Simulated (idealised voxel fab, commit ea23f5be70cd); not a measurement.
Process module under the name voxel fin reveal
FYI the section here is cut, 245 nm wide, cells are 5 nm squares.
In this document a cross-section is written as a grid of square cells. It is given as a series of bands, listed from the top down, and a band is one or more rows of cells. It is stipulated that each band's entry specify, in nanometres, the height of the top of the band and then that of its bottom, followed by the materials of the band in left-to-right sequence, each together with its width in nanometres. A single material marked by the word "full width" is understood to fill the band from edge to edge; the word "air" is understood to denote empty space. Height reference: 0 = level under which incoming wafer is all one material. Lowest band: no bottom, runs on downward, e.g. "top 0, no bottom". The two numbers in a width such as "30..40" mark its ends across the band: the first belongs to the top row of cells, the second to the bottom row, and from each row to the next the width moves by the same amount. No cell of the cross-section changed in a step that is given as "remained the same". If an empty space has no open way to the top and is at least 8 cells in size, "Unvented internal voids" lists it, written width x height at distance, where distance is measured from the left edge and every value is in nm. If you see something after the settings on a step's line, that's the simulator's own remark about that step. You can add "overlay nm" to a step's line. For a step with a mask, it describes how far the mask lay to the right of its planned position, and a negative number describes a lay to the left. The remainder of this document consists of a sequence of paired cross-sections. Each pair presents the cross-section prior to one process step together with the cross-section following it, the latter being rendered only as deep as the lowest band that underwent change. The intervening step, together with its settings, is stated beneath each pair. Because the pairs may originate from different runs of this module on the same starting wafer, a given pair is to be read as continuing from the preceding pair only where its entry headed "Pre-step condition" so indicates.

# Pre-step condition
	top 0, no bottom  Si full width
	Unvented internal voids: none

# Post-Step Snapshot
	top 10, bottom 0  SiN full width
	Below 0, no change.
	Unvented internal voids: none
What step was run between the cross-section before it and the cross-section after it, both above? CONFORMAL_DEP | material SiN | thk nm 10

Pre-step condition: this step begins from the cross-section that the pair just above shows after its step.

# Post-Step Snapshot
	top 25, bottom 10  45 nm air | 15 nm resist | 30 nm air | 15 nm resist | 30 nm air | 15 nm resist | 30 nm air | 15 nm resist | 50 nm air
	Below 10, no change.
	Unvented internal voids: none
What step was run between the cross-section before it and the cross-section after it, both above? PATTERN | tone cover | mask id FINS | material resist | width nm 15 | pitch nm 45 | thk nm 15 | overlay nm 0

Pre-step condition: this step begins from the cross-section that the pair just above shows after its step.

# Post-Step Snapshot
	top 25, bottom 10  45 nm air | 15 nm resist | 30 nm air | 15 nm resist | 30 nm air | 15 nm resist | 30 nm air | 15 nm resist | 50 nm air
	top 10, bottom 0  45 nm air | 15 nm SiN | 30 nm air | 15 nm SiN | 30 nm air | 15 nm SiN | 30 nm air | 15 nm SiN | 50 nm air
	Below 0, no change.
	Unvented internal voids: none
What step was run between the cross-section before it and the cross-section after it, both above? DIRECTIONAL_ETCH | etch materials SiN | depth nm 10

Pre-step condition: this step begins from the cross-section that the pair just above shows after its step.

# Post-Step Snapshot
	top 25, bottom 10  45 nm air | 15 nm resist | 30 nm air | 15 nm resist | 30 nm air | 15 nm resist | 30 nm air | 15 nm resist | 50 nm air
	top 10, bottom 0  45 nm air | 15 nm SiN | 30 nm air | 15 nm SiN | 30 nm air | 15 nm SiN | 30 nm air | 15 nm SiN | 50 nm air
	top 0, bottom -35  45 nm air | 15 nm Si | 30 nm air | 15 nm Si | 30 nm air | 15 nm Si | 30 nm air | 15 nm Si | 50 nm air
	Below -35, no change.
	Unvented internal voids: none
What step was run between the cross-section before it and the cross-section after it, both above? DIRECTIONAL_ETCH | etch materials Si | depth nm 35

Pre-step condition: this step begins from the cross-section that the pair just above shows after its step.

# Post-Step Snapshot
	top 10, bottom 0  45 nm air | 15 nm SiN | 30 nm air | 15 nm SiN | 30 nm air | 15 nm SiN | 30 nm air | 15 nm SiN | 50 nm air
	Below 0, no change.
	Unvented internal voids: none
What step was run between the cross-section before it and the cross-section after it, both above? STRIP | etch materials resist

Pre-step condition: this step begins from the cross-section that the pair just above shows after its step.

# Post-Step Snapshot
	top 10, bottom 0  45 nm air | 15 nm SiN | 30 nm air | 15 nm SiN | 30 nm air | 15 nm SiN | 30 nm air | 15 nm SiN | 50 nm air
	top 0, bottom -35  45 nm air | 5 nm SiO2 | 5 nm Si | 5 nm SiO2 | 30 nm air | 5 nm SiO2 | 5 nm Si | 5 nm SiO2 | 30 nm air | 5 nm SiO2 | 5 nm Si | 5 nm SiO2 | 30 nm air | 5 nm SiO2 | 5 nm Si | 5 nm SiO2 | 50 nm air
	top -35, bottom -40  50 nm SiO2 | 5 nm Si | 40 nm SiO2 | 5 nm Si | 40 nm SiO2 | 5 nm Si | 40 nm SiO2 | 5 nm Si | 55 nm SiO2
	Below -40, no change.
	Unvented internal voids: none
What step was run between the cross-section before it and the cross-section after it, both above? OXIDIZE | depth nm 5

Pre-step condition: this step begins from the cross-section that the pair just above shows after its step.

# Post-Step Snapshot
	top 15, bottom 10  SiO2 full width
	top 10, bottom 0  45 nm SiO2 | 15 nm SiN | 30 nm SiO2 | 15 nm SiN | 30 nm SiO2 | 15 nm SiN | 30 nm SiO2 | 15 nm SiN | 50 nm SiO2
	top 0, bottom -40  50 nm SiO2 | 5 nm Si | 40 nm SiO2 | 5 nm Si | 40 nm SiO2 | 5 nm Si | 40 nm SiO2 | 5 nm Si | 55 nm SiO2
	Below -40, no change.
	Unvented internal voids: none
What step was run between the cross-section before it and the cross-section after it, both above? FILL_DEP | material SiO2 | thk nm 5

Pre-step condition: this step begins from the cross-section that the pair just above shows after its step.

# Post-Step Snapshot
	top 10, bottom 0  45 nm SiO2 | 15 nm SiN | 30 nm SiO2 | 15 nm SiN | 30 nm SiO2 | 15 nm SiN | 30 nm SiO2 | 15 nm SiN | 50 nm SiO2
	Below 0, no change.
	Unvented internal voids: none
What step was run between the cross-section before it and the cross-section after it, both above? CMP | height nm 10

Pre-step condition: this step begins from the cross-section that the pair just above shows after its step.

# Post-Step Snapshot
	top 10, bottom 0  45 nm air | 15 nm SiN | 30 nm air | 15 nm SiN | 30 nm air | 15 nm SiN | 30 nm air | 15 nm SiN | 50 nm air
	top 0, bottom -15  50 nm air | 5 nm Si | 40 nm air | 5 nm Si | 40 nm air | 5 nm Si | 40 nm air | 5 nm Si | 55 nm air
	Below -15, no change.
	Unvented internal voids: none
What step was run between the cross-section before it and the cross-section after it, both above? SELECTIVE_ETCH | etch materials SiO2 | depth nm 25

Pre-step condition: this step begins from the cross-section that the pair just above shows after its step.

# Post-Step Snapshot
	top 0, bottom -15  50 nm air | 5 nm Si | 40 nm air | 5 nm Si | 40 nm air | 5 nm Si | 40 nm air | 5 nm Si | 55 nm air
	Below -15, no change.
	Unvented internal voids: none
What step was run between the cross-section before it and the cross-section after it, both above? STRIP | etch materials SiN

Pre-step condition: this step begins from the cross-section that the pair just above shows after its step.

# Post-Step Snapshot
	top 5, bottom 0  45 nm air | 15 nm SiO2 | 30 nm air | 15 nm SiO2 | 30 nm air | 15 nm SiO2 | 30 nm air | 15 nm SiO2 | 50 nm air
	top 0, bottom -10  45 nm air | 5 nm SiO2 | 5 nm Si | 5 nm SiO2 | 30 nm air | 5 nm SiO2 | 5 nm Si | 5 nm SiO2 | 30 nm air | 5 nm SiO2 | 5 nm Si | 5 nm SiO2 | 30 nm air | 5 nm SiO2 | 5 nm Si | 5 nm SiO2 | 50 nm air
	top -10, bottom -40  50 nm SiO2 | 5 nm Si | 40 nm SiO2 | 5 nm Si | 40 nm SiO2 | 5 nm Si | 40 nm SiO2 | 5 nm Si | 55 nm SiO2
	Below -40, no change.
	Unvented internal voids: none
What step was run between the cross-section before it and the cross-section after it, both above? CONFORMAL_DEP | material SiO2 | thk nm 5

# Pre-step condition
	top 25, bottom 10  45 nm air | 15 nm resist | 30 nm air | 15 nm resist | 30 nm air | 15 nm resist | 30 nm air | 15 nm resist | 50 nm air
	top 10, bottom 0  45 nm air | 15 nm SiN | 30 nm air | 15 nm SiN | 30 nm air | 15 nm SiN | 30 nm air | 15 nm SiN | 50 nm air
	top 0, bottom -35  45 nm air | 15 nm Si | 30 nm air | 15 nm Si | 30 nm air | 15 nm Si | 30 nm air | 15 nm Si | 50 nm air
	top -35, no bottom  Si full width
	Unvented internal voids: none

# Post-Step Snapshot
	top 25, bottom 10  45 nm air | 15 nm resist | 30 nm air | 15 nm resist | 30 nm air | 15 nm resist | 30 nm air | 15 nm resist | 50 nm air
	top 10, bottom 0  45 nm air | 15 nm SiN | 30 nm air | 15 nm SiN | 30 nm air | 15 nm SiN | 30 nm air | 15 nm SiN | 50 nm air
	top 0, bottom -70  45 nm air | 15 nm Si | 30 nm air | 15 nm Si | 30 nm air | 15 nm Si | 30 nm air | 15 nm Si | 50 nm air
	Below -70, no change.
	Unvented internal voids: none
What step was run between the cross-section before it and the cross-section after it, both above? DIRECTIONAL_ETCH | etch materials Si | depth nm 35

Pre-step condition: this step begins from the cross-section that the pair just above shows after its step.

# Post-Step Snapshot
	top 10, bottom 0  45 nm air | 15 nm SiN | 30 nm air | 15 nm SiN | 30 nm air | 15 nm SiN | 30 nm air | 15 nm SiN | 50 nm air
	Below 0, no change.
	Unvented internal voids: none
What step was run between the cross-section before it and the cross-section after it, both above? STRIP | etch materials resist

Pre-step condition: this step begins from the cross-section that the pair just above shows after its step.

# Post-Step Snapshot
	top 10, bottom 0  45 nm air | 15 nm SiN | 30 nm air | 15 nm SiN | 30 nm air | 15 nm SiN | 30 nm air | 15 nm SiN | 50 nm air
	top 0, bottom -70  45 nm air | 5 nm SiO2 | 5 nm Si | 5 nm SiO2 | 30 nm air | 5 nm SiO2 | 5 nm Si | 5 nm SiO2 | 30 nm air | 5 nm SiO2 | 5 nm Si | 5 nm SiO2 | 30 nm air | 5 nm SiO2 | 5 nm Si | 5 nm SiO2 | 50 nm air
	top -70, bottom -75  50 nm SiO2 | 5 nm Si | 40 nm SiO2 | 5 nm Si | 40 nm SiO2 | 5 nm Si | 40 nm SiO2 | 5 nm Si | 55 nm SiO2
	Below -75, no change.
	Unvented internal voids: none
What step was run between the cross-section before it and the cross-section after it, both above? OXIDIZE | depth nm 5

Pre-step condition: this step begins from the cross-section that the pair just above shows after its step.

# Post-Step Snapshot
	top 15, bottom 10  SiO2 full width
	top 10, bottom 0  45 nm SiO2 | 15 nm SiN | 30 nm SiO2 | 15 nm SiN | 30 nm SiO2 | 15 nm SiN | 30 nm SiO2 | 15 nm SiN | 50 nm SiO2
	top 0, bottom -75  50 nm SiO2 | 5 nm Si | 40 nm SiO2 | 5 nm Si | 40 nm SiO2 | 5 nm Si | 40 nm SiO2 | 5 nm Si | 55 nm SiO2
	Below -75, no change.
	Unvented internal voids: none
What step was run between the cross-section before it and the cross-section after it, both above? FILL_DEP | material SiO2 | thk nm 5

Pre-step condition: this step begins from the cross-section that the pair just above shows after its step.

# Post-Step Snapshot
	top 10, bottom 0  45 nm SiO2 | 15 nm SiN | 30 nm SiO2 | 15 nm SiN | 30 nm SiO2 | 15 nm SiN | 30 nm SiO2 | 15 nm SiN | 50 nm SiO2
	Below 0, no change.
	Unvented internal voids: none
What step was run between the cross-section before it and the cross-section after it, both above? CMP | height nm 10

Pre-step condition: this step begins from the cross-section that the pair just above shows after its step.

# Post-Step Snapshot
	top 10, bottom 0  45 nm air | 15 nm SiN | 30 nm air | 15 nm SiN | 30 nm air | 15 nm SiN | 30 nm air | 15 nm SiN | 50 nm air
	top 0, bottom -15  50 nm air | 5 nm Si | 40 nm air | 5 nm Si | 40 nm air | 5 nm Si | 40 nm air | 5 nm Si | 55 nm air
	Below -15, no change.
	Unvented internal voids: none
What step was run between the cross-section before it and the cross-section after it, both above? SELECTIVE_ETCH | etch materials SiO2 | depth nm 25

Pre-step condition: this step begins from the cross-section that the pair just above shows after its step.

# Post-Step Snapshot
	top 0, bottom -15  50 nm air | 5 nm Si | 40 nm air | 5 nm Si | 40 nm air | 5 nm Si | 40 nm air | 5 nm Si | 55 nm air
	Below -15, no change.
	Unvented internal voids: none
What step was run between the cross-section before it and the cross-section after it, both above? STRIP | etch materials SiN

Pre-step condition: this step begins from the cross-section that the pair just above shows after its step.

# Post-Step Snapshot
	top 5, bottom 0  45 nm air | 15 nm SiO2 | 30 nm air | 15 nm SiO2 | 30 nm air | 15 nm SiO2 | 30 nm air | 15 nm SiO2 | 50 nm air
	top 0, bottom -10  45 nm air | 5 nm SiO2 | 5 nm Si | 5 nm SiO2 | 30 nm air | 5 nm SiO2 | 5 nm Si | 5 nm SiO2 | 30 nm air | 5 nm SiO2 | 5 nm Si | 5 nm SiO2 | 30 nm air | 5 nm SiO2 | 5 nm Si | 5 nm SiO2 | 50 nm air
	top -10, bottom -75  50 nm SiO2 | 5 nm Si | 40 nm SiO2 | 5 nm Si | 40 nm SiO2 | 5 nm Si | 40 nm SiO2 | 5 nm Si | 55 nm SiO2
	Below -75, no change.
	Unvented internal voids: none
What step was run between the cross-section before it and the cross-section after it, both above? CONFORMAL_DEP | material SiO2 | thk nm 5

# Pre-step condition
	top 10, bottom 0  45 nm SiO2 | 15 nm SiN | 30 nm SiO2 | 15 nm SiN | 30 nm SiO2 | 15 nm SiN | 30 nm SiO2 | 15 nm SiN | 50 nm SiO2
	top 0, bottom -40  50 nm SiO2 | 5 nm Si | 40 nm SiO2 | 5 nm Si | 40 nm SiO2 | 5 nm Si | 40 nm SiO2 | 5 nm Si | 55 nm SiO2
	top -40, no bottom  Si full width
	Unvented internal voids: none

# Post-Step Snapshot
	top 10, bottom 0  45 nm SiO2 | 15 nm air | 30 nm SiO2 | 15 nm air | 30 nm SiO2 | 15 nm air | 30 nm SiO2 | 15 nm air | 50 nm SiO2
	Below 0, no change.
	Unvented internal voids: none
What step was run between the cross-section before it and the cross-section after it, both above? STRIP | etch materials SiN

Pre-step condition: this step begins from the cross-section that the pair just above shows after its step.

# Post-Step Snapshot
	top 0, bottom -15  50 nm air | 5 nm Si | 40 nm air | 5 nm Si | 40 nm air | 5 nm Si | 40 nm air | 5 nm Si | 55 nm air
	top -15, bottom -25  20 nm SiO2 | 30 nm air | 5 nm Si | 40 nm air | 5 nm Si | 40 nm air | 5 nm Si | 40 nm air | 5 nm Si | 30 nm air | 25 nm SiO2
	Below -25, no change.
	Unvented internal voids: none
What step was run between the cross-section before it and the cross-section after it, both above? SELECTIVE_ETCH | etch materials SiO2 | depth nm 25

Pre-step condition: this step begins from the cross-section that the pair just above shows after its step.

# Post-Step Snapshot
	top 5, bottom 0  45 nm air | 15 nm SiO2 | 30 nm air | 15 nm SiO2 | 30 nm air | 15 nm SiO2 | 30 nm air | 15 nm SiO2 | 50 nm air
	top 0, bottom -10  45 nm air | 5 nm SiO2 | 5 nm Si | 5 nm SiO2 | 30 nm air | 5 nm SiO2 | 5 nm Si | 5 nm SiO2 | 30 nm air | 5 nm SiO2 | 5 nm Si | 5 nm SiO2 | 30 nm air | 5 nm SiO2 | 5 nm Si | 5 nm SiO2 | 50 nm air
	top -10, bottom -20  25 nm SiO2 | 20 nm air | 5 nm SiO2 | 5 nm Si | 5 nm SiO2 | 30 nm air | 5 nm SiO2 | 5 nm Si | 5 nm SiO2 | 30 nm air | 5 nm SiO2 | 5 nm Si | 5 nm SiO2 | 30 nm air | 5 nm SiO2 | 5 nm Si | 5 nm SiO2 | 20 nm air | 30 nm SiO2
	top -20, bottom -40  50 nm SiO2 | 5 nm Si | 40 nm SiO2 | 5 nm Si | 40 nm SiO2 | 5 nm Si | 40 nm SiO2 | 5 nm Si | 55 nm SiO2
	Below -40, no change.
	Unvented internal voids: none
What step was run between the cross-section before it and the cross-section after it, both above? CONFORMAL_DEP | material SiO2 | thk nm 5

# Pre-step condition
	top 25, bottom 10  45 nm air | 15 nm resist | 30 nm air | 15 nm resist | 30 nm air | 15 nm resist | 30 nm air | 15 nm resist | 50 nm air
	top 10, bottom 0  45 nm air | 15 nm SiN | 30 nm air | 15 nm SiN | 30 nm air | 15 nm SiN | 30 nm air | 15 nm SiN | 50 nm air
	top 0, no bottom  Si full width
	Unvented internal voids: none

# Post-Step Snapshot
	top 25, bottom 10  45 nm air | 15 nm resist | 30 nm air | 15 nm resist | 30 nm air | 15 nm resist | 30 nm air | 15 nm resist | 50 nm air
	top 10, bottom 0  45 nm air | 15 nm SiN | 30 nm air | 15 nm SiN | 30 nm air | 15 nm SiN | 30 nm air | 15 nm SiN | 50 nm air
	top 0, bottom -30  45 nm air | 15 nm Si | 30 nm air | 15 nm Si | 30 nm air | 15 nm Si | 30 nm air | 15 nm Si | 50 nm air
	Below -30, no change.
	Unvented internal voids: none
What step was run between the cross-section before it and the cross-section after it, both above? DIRECTIONAL_ETCH | etch materials Si | depth nm 30

Pre-step condition: this step begins from the cross-section that the pair just above shows after its step.

# Post-Step Snapshot
	top 10, bottom 0  45 nm air | 15 nm SiN | 30 nm air | 15 nm SiN | 30 nm air | 15 nm SiN | 30 nm air | 15 nm SiN | 50 nm air
	Below 0, no change.
	Unvented internal voids: none
What step was run between the cross-section before it and the cross-section after it, both above? STRIP | etch materials resist

Pre-step condition: this step begins from the cross-section that the pair just above shows after its step.

# Post-Step Snapshot
	top 10, bottom 0  45 nm air | 15 nm SiN | 30 nm air | 15 nm SiN | 30 nm air | 15 nm SiN | 30 nm air | 15 nm SiN | 50 nm air
	top 0, bottom -30  45 nm air | 5 nm SiO2 | 5 nm Si | 5 nm SiO2 | 30 nm air | 5 nm SiO2 | 5 nm Si | 5 nm SiO2 | 30 nm air | 5 nm SiO2 | 5 nm Si | 5 nm SiO2 | 30 nm air | 5 nm SiO2 | 5 nm Si | 5 nm SiO2 | 50 nm air
	top -30, bottom -35  50 nm SiO2 | 5 nm Si | 40 nm SiO2 | 5 nm Si | 40 nm SiO2 | 5 nm Si | 40 nm SiO2 | 5 nm Si | 55 nm SiO2
	Below -35, no change.
	Unvented internal voids: none
What step was run between the cross-section before it and the cross-section after it, both above? OXIDIZE | depth nm 5

Pre-step condition: this step begins from the cross-section that the pair just above shows after its step.

# Post-Step Snapshot
	top 15, bottom 10  SiO2 full width
	top 10, bottom 0  45 nm SiO2 | 15 nm SiN | 30 nm SiO2 | 15 nm SiN | 30 nm SiO2 | 15 nm SiN | 30 nm SiO2 | 15 nm SiN | 50 nm SiO2
	top 0, bottom -35  50 nm SiO2 | 5 nm Si | 40 nm SiO2 | 5 nm Si | 40 nm SiO2 | 5 nm Si | 40 nm SiO2 | 5 nm Si | 55 nm SiO2
	Below -35, no change.
	Unvented internal voids: none
What step was run between the cross-section before it and the cross-section after it, both above? FILL_DEP | material SiO2 | thk nm 5

Pre-step condition: this step begins from the cross-section that the pair just above shows after its step.

# Post-Step Snapshot
	top 10, bottom 0  45 nm SiO2 | 15 nm SiN | 30 nm SiO2 | 15 nm SiN | 30 nm SiO2 | 15 nm SiN | 30 nm SiO2 | 15 nm SiN | 50 nm SiO2
	Below 0, no change.
	Unvented internal voids: none
What step was run between the cross-section before it and the cross-section after it, both above? CMP | height nm 10

Pre-step condition: this step begins from the cross-section that the pair just above shows after its step.

# Post-Step Snapshot
	top 10, bottom 0  45 nm air | 15 nm SiN | 30 nm air | 15 nm SiN | 30 nm air | 15 nm SiN | 30 nm air | 15 nm SiN | 50 nm air
	top 0, bottom -15  50 nm air | 5 nm Si | 40 nm air | 5 nm Si | 40 nm air | 5 nm Si | 40 nm air | 5 nm Si | 55 nm air
	Below -15, no change.
	Unvented internal voids: none
What step was run between the cross-section before it and the cross-section after it, both above? SELECTIVE_ETCH | etch materials SiO2 | depth nm 25

Pre-step condition: this step begins from the cross-section that the pair just above shows after its step.

# Post-Step Snapshot
	top 0, bottom -15  50 nm air | 5 nm Si | 40 nm air | 5 nm Si | 40 nm air | 5 nm Si | 40 nm air | 5 nm Si | 55 nm air
	Below -15, no change.
	Unvented internal voids: none
What step was run between the cross-section before it and the cross-section after it, both above? STRIP | etch materials SiN

Pre-step condition: this step begins from the cross-section that the pair just above shows after its step.

# Post-Step Snapshot
	top 5, bottom 0  45 nm air | 15 nm SiO2 | 30 nm air | 15 nm SiO2 | 30 nm air | 15 nm SiO2 | 30 nm air | 15 nm SiO2 | 50 nm air
	top 0, bottom -10  45 nm air | 5 nm SiO2 | 5 nm Si | 5 nm SiO2 | 30 nm air | 5 nm SiO2 | 5 nm Si | 5 nm SiO2 | 30 nm air | 5 nm SiO2 | 5 nm Si | 5 nm SiO2 | 30 nm air | 5 nm SiO2 | 5 nm Si | 5 nm SiO2 | 50 nm air
	top -10, bottom -35  50 nm SiO2 | 5 nm Si | 40 nm SiO2 | 5 nm Si | 40 nm SiO2 | 5 nm Si | 40 nm SiO2 | 5 nm Si | 55 nm SiO2
	Below -35, no change.
	Unvented internal voids: none
What step was run between the cross-section before it and the cross-section after it, both above? CONFORMAL_DEP | material SiO2 | thk nm 5

# Pre-step condition
	top 10, bottom 0  SiN full width
	top 0, no bottom  Si full width
	Unvented internal voids: none

# Post-Step Snapshot
	top 25, bottom 10  40 nm air | 25 nm resist | 20 nm air | 25 nm resist | 20 nm air | 25 nm resist | 20 nm air | 25 nm resist | 45 nm air
	Below 10, no change.
	Unvented internal voids: none
What step was run between the cross-section before it and the cross-section after it, both above? PATTERN | tone cover | mask id FINS | material resist | width nm 25 | pitch nm 45 | thk nm 15 | overlay nm 0

Pre-step condition: this step begins from the cross-section that the pair just above shows after its step.

# Post-Step Snapshot
	top 25, bottom 10  40 nm air | 25 nm resist | 20 nm air | 25 nm resist | 20 nm air | 25 nm resist | 20 nm air | 25 nm resist | 45 nm air
	top 10, bottom 0  40 nm air | 25 nm SiN | 20 nm air | 25 nm SiN | 20 nm air | 25 nm SiN | 20 nm air | 25 nm SiN | 45 nm air
	Below 0, no change.
	Unvented internal voids: none
What step was run between the cross-section before it and the cross-section after it, both above? DIRECTIONAL_ETCH | etch materials SiN | depth nm 10

Pre-step condition: this step begins from the cross-section that the pair just above shows after its step.

# Post-Step Snapshot
	top 25, bottom 10  40 nm air | 25 nm resist | 20 nm air | 25 nm resist | 20 nm air | 25 nm resist | 20 nm air | 25 nm resist | 45 nm air
	top 10, bottom 0  40 nm air | 25 nm SiN | 20 nm air | 25 nm SiN | 20 nm air | 25 nm SiN | 20 nm air | 25 nm SiN | 45 nm air
	top 0, bottom -35  40 nm air | 25 nm Si | 20 nm air | 25 nm Si | 20 nm air | 25 nm Si | 20 nm air | 25 nm Si | 45 nm air
	Below -35, no change.
	Unvented internal voids: none
What step was run between the cross-section before it and the cross-section after it, both above? DIRECTIONAL_ETCH | etch materials Si | depth nm 35

Pre-step condition: this step begins from the cross-section that the pair just above shows after its step.

# Post-Step Snapshot
	top 10, bottom 0  40 nm air | 25 nm SiN | 20 nm air | 25 nm SiN | 20 nm air | 25 nm SiN | 20 nm air | 25 nm SiN | 45 nm air
	Below 0, no change.
	Unvented internal voids: none
What step was run between the cross-section before it and the cross-section after it, both above? STRIP | etch materials resist

Pre-step condition: this step begins from the cross-section that the pair just above shows after its step.

# Post-Step Snapshot
	top 10, bottom 0  40 nm air | 25 nm SiN | 20 nm air | 25 nm SiN | 20 nm air | 25 nm SiN | 20 nm air | 25 nm SiN | 45 nm air
	top 0, bottom -35  40 nm air | 5 nm SiO2 | 15 nm Si | 5 nm SiO2 | 20 nm air | 5 nm SiO2 | 15 nm Si | 5 nm SiO2 | 20 nm air | 5 nm SiO2 | 15 nm Si | 5 nm SiO2 | 20 nm air | 5 nm SiO2 | 15 nm Si | 5 nm SiO2 | 45 nm air
	top -35, bottom -40  45 nm SiO2 | 15 nm Si | 30 nm SiO2 | 15 nm Si | 30 nm SiO2 | 15 nm Si | 30 nm SiO2 | 15 nm Si | 50 nm SiO2
	Below -40, no change.
	Unvented internal voids: none
What step was run between the cross-section before it and the cross-section after it, both above? OXIDIZE | depth nm 5

Pre-step condition: this step begins from the cross-section that the pair just above shows after its step.

# Post-Step Snapshot
	top 15, bottom 10  SiO2 full width
	top 10, bottom 0  40 nm SiO2 | 25 nm SiN | 20 nm SiO2 | 25 nm SiN | 20 nm SiO2 | 25 nm SiN | 20 nm SiO2 | 25 nm SiN | 45 nm SiO2
	top 0, bottom -40  45 nm SiO2 | 15 nm Si | 30 nm SiO2 | 15 nm Si | 30 nm SiO2 | 15 nm Si | 30 nm SiO2 | 15 nm Si | 50 nm SiO2
	Below -40, no change.
	Unvented internal voids: none
What step was run between the cross-section before it and the cross-section after it, both above? FILL_DEP | material SiO2 | thk nm 5

Pre-step condition: this step begins from the cross-section that the pair just above shows after its step.

# Post-Step Snapshot
	top 10, bottom 0  40 nm SiO2 | 25 nm SiN | 20 nm SiO2 | 25 nm SiN | 20 nm SiO2 | 25 nm SiN | 20 nm SiO2 | 25 nm SiN | 45 nm SiO2
	Below 0, no change.
	Unvented internal voids: none
What step was run between the cross-section before it and the cross-section after it, both above? CMP | height nm 10

Pre-step condition: this step begins from the cross-section that the pair just above shows after its step.

# Post-Step Snapshot
	top 10, bottom 0  40 nm air | 25 nm SiN | 20 nm air | 25 nm SiN | 20 nm air | 25 nm SiN | 20 nm air | 25 nm SiN | 45 nm air
	top 0, bottom -15  45 nm air | 15 nm Si | 30 nm air | 15 nm Si | 30 nm air | 15 nm Si | 30 nm air | 15 nm Si | 50 nm air
	Below -15, no change.
	Unvented internal voids: none
What step was run between the cross-section before it and the cross-section after it, both above? SELECTIVE_ETCH | etch materials SiO2 | depth nm 25

Pre-step condition: this step begins from the cross-section that the pair just above shows after its step.

# Post-Step Snapshot
	top 0, bottom -15  45 nm air | 15 nm Si | 30 nm air | 15 nm Si | 30 nm air | 15 nm Si | 30 nm air | 15 nm Si | 50 nm air
	Below -15, no change.
	Unvented internal voids: none
What step was run between the cross-section before it and the cross-section after it, both above? STRIP | etch materials SiN

Pre-step condition: this step begins from the cross-section that the pair just above shows after its step.

# Post-Step Snapshot
	top 5, bottom 0  40 nm air | 25 nm SiO2 | 20 nm air | 25 nm SiO2 | 20 nm air | 25 nm SiO2 | 20 nm air | 25 nm SiO2 | 45 nm air
	top 0, bottom -10  40 nm air | 5 nm SiO2 | 15 nm Si | 5 nm SiO2 | 20 nm air | 5 nm SiO2 | 15 nm Si | 5 nm SiO2 | 20 nm air | 5 nm SiO2 | 15 nm Si | 5 nm SiO2 | 20 nm air | 5 nm SiO2 | 15 nm Si | 5 nm SiO2 | 45 nm air
	top -10, bottom -40  45 nm SiO2 | 15 nm Si | 30 nm SiO2 | 15 nm Si | 30 nm SiO2 | 15 nm Si | 30 nm SiO2 | 15 nm Si | 50 nm SiO2
	Below -40, no change.
	Unvented internal voids: none
What step was run between the cross-section before it and the cross-section after it, both above? CONFORMAL_DEP | material SiO2 | thk nm 5

# Pre-step condition
	top 10, bottom 0  SiN full width
	top 0, no bottom  Si full width
	Unvented internal voids: none

# Post-Step Snapshot
	top 25, bottom 10  50 nm air | 15 nm resist | 30 nm air | 15 nm resist | 30 nm air | 15 nm resist | 30 nm air | 15 nm resist | 45 nm air
	Below 10, no change.
	Unvented internal voids: none
What step was run between the cross-section before it and the cross-section after it, both above? PATTERN | tone cover | mask id FINS | material resist | width nm 15 | pitch nm 45 | thk nm 15 | overlay nm 5

Pre-step condition: this step begins from the cross-section that the pair just above shows after its step.

# Post-Step Snapshot
	top 25, bottom 10  50 nm air | 15 nm resist | 30 nm air | 15 nm resist | 30 nm air | 15 nm resist | 30 nm air | 15 nm resist | 45 nm air
	top 10, bottom 0  50 nm air | 15 nm SiN | 30 nm air | 15 nm SiN | 30 nm air | 15 nm SiN | 30 nm air | 15 nm SiN | 45 nm air
	Below 0, no change.
	Unvented internal voids: none
What step was run between the cross-section before it and the cross-section after it, both above? DIRECTIONAL_ETCH | etch materials SiN | depth nm 10

Pre-step condition: this step begins from the cross-section that the pair just above shows after its step.

# Post-Step Snapshot
	top 25, bottom 10  50 nm air | 15 nm resist | 30 nm air | 15 nm resist | 30 nm air | 15 nm resist | 30 nm air | 15 nm resist | 45 nm air
	top 10, bottom 0  50 nm air | 15 nm SiN | 30 nm air | 15 nm SiN | 30 nm air | 15 nm SiN | 30 nm air | 15 nm SiN | 45 nm air
	top 0, bottom -35  50 nm air | 15 nm Si | 30 nm air | 15 nm Si | 30 nm air | 15 nm Si | 30 nm air | 15 nm Si | 45 nm air
	Below -35, no change.
	Unvented internal voids: none
What step was run between the cross-section before it and the cross-section after it, both above? DIRECTIONAL_ETCH | etch materials Si | depth nm 35

Pre-step condition: this step begins from the cross-section that the pair just above shows after its step.

# Post-Step Snapshot
	top 10, bottom 0  50 nm air | 15 nm SiN | 30 nm air | 15 nm SiN | 30 nm air | 15 nm SiN | 30 nm air | 15 nm SiN | 45 nm air
	Below 0, no change.
	Unvented internal voids: none
What step was run between the cross-section before it and the cross-section after it, both above? STRIP | etch materials resist

Pre-step condition: this step begins from the cross-section that the pair just above shows after its step.

# Post-Step Snapshot
	top 10, bottom 0  50 nm air | 15 nm SiN | 30 nm air | 15 nm SiN | 30 nm air | 15 nm SiN | 30 nm air | 15 nm SiN | 45 nm air
	top 0, bottom -35  50 nm air | 5 nm SiO2 | 5 nm Si | 5 nm SiO2 | 30 nm air | 5 nm SiO2 | 5 nm Si | 5 nm SiO2 | 30 nm air | 5 nm SiO2 | 5 nm Si | 5 nm SiO2 | 30 nm air | 5 nm SiO2 | 5 nm Si | 5 nm SiO2 | 45 nm air
	top -35, bottom -40  55 nm SiO2 | 5 nm Si | 40 nm SiO2 | 5 nm Si | 40 nm SiO2 | 5 nm Si | 40 nm SiO2 | 5 nm Si | 50 nm SiO2
	Below -40, no change.
	Unvented internal voids: none
What step was run between the cross-section before it and the cross-section after it, both above? OXIDIZE | depth nm 5

Pre-step condition: this step begins from the cross-section that the pair just above shows after its step.

# Post-Step Snapshot
	top 15, bottom 10  SiO2 full width
	top 10, bottom 0  50 nm SiO2 | 15 nm SiN | 30 nm SiO2 | 15 nm SiN | 30 nm SiO2 | 15 nm SiN | 30 nm SiO2 | 15 nm SiN | 45 nm SiO2
	top 0, bottom -40  55 nm SiO2 | 5 nm Si | 40 nm SiO2 | 5 nm Si | 40 nm SiO2 | 5 nm Si | 40 nm SiO2 | 5 nm Si | 50 nm SiO2
	Below -40, no change.
	Unvented internal voids: none
What step was run between the cross-section before it and the cross-section after it, both above? FILL_DEP | material SiO2 | thk nm 5
